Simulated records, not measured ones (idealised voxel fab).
process module | voxel capacitor over wiring
cross-section cut | 155 nm wide | cells 5 nm
A cross-section is a grid of square cells, given in bands from the top down. A band is one or more rows of cells.
Each band's line starts with the height of the band's top and of its bottom, in nm. Then come its materials from left to right, each with its width in nm. One material with "throughout" fills the band from edge to edge. "air" is empty space.
Height 0 is the level under which the wafer as received is all one material. The lowest band goes on downwards, as in "0 down".
A width such as "30 to 40" changes by the same amount from each row of cells to the next, from the band's top row to its bottom row.
"no change" after a step means that no cell of the cross-section changed.
closed voids: empty space of 8 cells or more with no open way to the top, each as width x height at its distance from the left edge, in nm
after a step's settings: what the simulator itself notes on the step
overlay nm, on a step with a mask: how far to the right of its planned place the mask lay; to the left if negative
plan
1 op RECEIVE | material Si
2 op CONFORMAL_DEP | material SiO2 | thk nm 15
3 op CONFORMAL_DEP | material SiN | thk nm 5
4 op DIRECTIONAL_DEP | material SiO2 | thk nm 25
5 op PATTERN | tone open | mask id METAL_1 | material resist | width nm 25 | pitch nm 80 | thk nm 15 | overlay nm 0
6 op DIRECTIONAL_ETCH | etch materials SiO2 | depth nm 25
7 op DIRECTIONAL_ETCH | etch materials SiN | depth nm 5
8 op STRIP | etch materials resist
9 op CONFORMAL_DEP | material TiN | thk nm 5
10 op FILL_DEP | material Cu | thk nm 10
11 op CMP | height nm 45
12 op CONFORMAL_DEP | material SiCN | thk nm 5
13 op DIRECTIONAL_DEP | material lowk | thk nm 20
14 op DIRECTIONAL_DEP | material aC | thk nm 10
15 op PATTERN | tone open | mask id PLUG_1 | material resist | width nm 15 | thk nm 30 | overlay nm 0
16 op DIRECTIONAL_ETCH | etch materials aC | depth nm 10
17 op STRIP | etch materials resist
18 op DIRECTIONAL_ETCH | etch materials lowk | depth nm 20
19 op DIRECTIONAL_ETCH | etch materials SiCN | depth nm 5
20 op STRIP | etch materials aC
21 op EPI | material Ru | thk nm 10
22 op EPI | material Ru | thk nm 10
23 op EPI | material Ru | thk nm 5
24 op DIRECTIONAL_DEP | material TiN | thk nm 5
25 op DIRECTIONAL_DEP | material SiN | thk nm 5
26 op DIRECTIONAL_DEP | material TiN | thk nm 10
27 op MASKED_ETCH | tone cover | mask id UPPER_PLATE | width nm 60 | etch materials TiN | depth nm 10 | overlay nm 0
28 op MASKED_ETCH | tone cover | mask id UPPER_PLATE | width nm 60 | etch materials SiN | depth nm 5 | overlay nm 0
29 op MASKED_ETCH | tone cover | mask id LOWER_PLATE | width nm 70 | etch materials TiN | depth nm 5 | overlay nm 0
30 op FILL_DEP | material SiO2 | thk nm 20
31 op CMP | height nm 105
32 op MASKED_ETCH | tone open | mask id PLUG_2 | width nm 15 | etch materials SiO2 | depth nm 15 | overlay nm 0
33 op CONFORMAL_DEP | material TiN | thk nm 5
34 op FILL_DEP | material W | thk nm 5
35 op CMP | height nm 105
36 op CONFORMAL_DEP | material SiN | thk nm 5
as received, after step 1
  0 down: Si throughout
  closed voids: none
a wafer at the end: this start, this plan, one mistake
  110 to 105: SiN throughout
  105 to 95: SiO2 45 | TiN 5 | W 5 | TiN 5 | SiO2 95
  95 to 90: SiO2 45 | TiN 15 | SiO2 95
  90 to 80: SiO2 35 | TiN 60 | SiO2 60
  80 to 75: SiO2 35 | SiN 60 | SiO2 60
  75 to 70: SiO2 30 | TiN 70 | SiO2 55
  70 to 50: lowk 30 | Ru 25 | lowk 100
  50 to 45: SiCN 30 | Ru 25 | SiCN 100
  45 to 20: SiO2 25 | TiN 5 | Cu 15 | TiN 5 | SiO2 55 | TiN 5 | Cu 15 | TiN 5 | SiO2 25
  20 to 15: SiN 25 | TiN 25 | SiN 55 | TiN 25 | SiN 25
  15 to 0: SiO2 throughout
  0 down: Si throughout
  closed voids: none
what went wrong: step 15 ran as: op PATTERN | tone open | mask id PLUG_1 | material resist | width nm 25 | thk nm 30 | overlay nm 0
